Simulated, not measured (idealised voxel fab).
process module | voxel tone inversion
Cross-section cut spans 155 nm and uses square cells 5 nm in size.
Square cells in a grid make up a cross-section in this document, and the grid is given as bands, listed from the top down, each one or more rows of cells.
Each band's line starts with the height of the band's top and of its bottom, in nm. Then come its materials from left to right, each with its width in nm. One material with "edge to edge" fills the band from edge to edge. "air" is empty space.
We count height from 0. Below that, the starting wafer is all one material. The lowest band never ends at the bottom but goes on down; see "0 down" for how that is written.
Quick explanation for "30..40": the width changes in equal steps down the rows of cells, from the first number in the band's top row to the second number in its bottom row.
Basically "no modification" means that step didn't change any cell in the cross-section.
Voids not open to the top, 8 cells minimum: see "Enclosed void entries". Written width x height at distance; distance is from the left edge; nm.
after a step's settings: what the simulator itself notes on the step
You can add "overlay nm" to a step's line. For a step with a mask, it describes how far the mask lay to the right of its planned position, and a negative number describes a lay to the left.
So here's the lineup of process steps we planned
step 1: RECEIVE with material Si
step 2: CONFORMAL_DEP with material SiN, thk nm 5
step 3: DIRECTIONAL_DEP with material polySi, thk nm 25
step 4: PATTERN with tone cover, mask id POSTS, material resist, width nm 25, pitch nm 50, thk nm 35, overlay nm 0
step 5: DIRECTIONAL_ETCH with etch materials polySi, depth nm 25
step 6: STRIP with etch materials resist
step 7: FILL_DEP with material lowk, thk nm 5
step 8: CMP with height nm 30
step 9: STRIP with etch materials polySi
step 10: CONFORMAL_DEP with material TiN, thk nm 5
step 11: FILL_DEP with material Ru, thk nm 10
step 12: CMP with height nm 30
step 13: CONFORMAL_DEP with material SiN, thk nm 5
Delivered wafer in cross-section: state after step 1
- 0 down = Si edge to edge
- Enclosed void entries: none
Post-module cross-section: identical start and plan to those above, one misstep in execution
- 35 to 25 = SiN edge to edge
- 25 to 0 = polySi edge to edge
- 0 down = Si edge to edge
- Enclosed void entries: none
what went wrong: the processing plan was not followed for steps 2 and 3, which were run with their positions exchanged
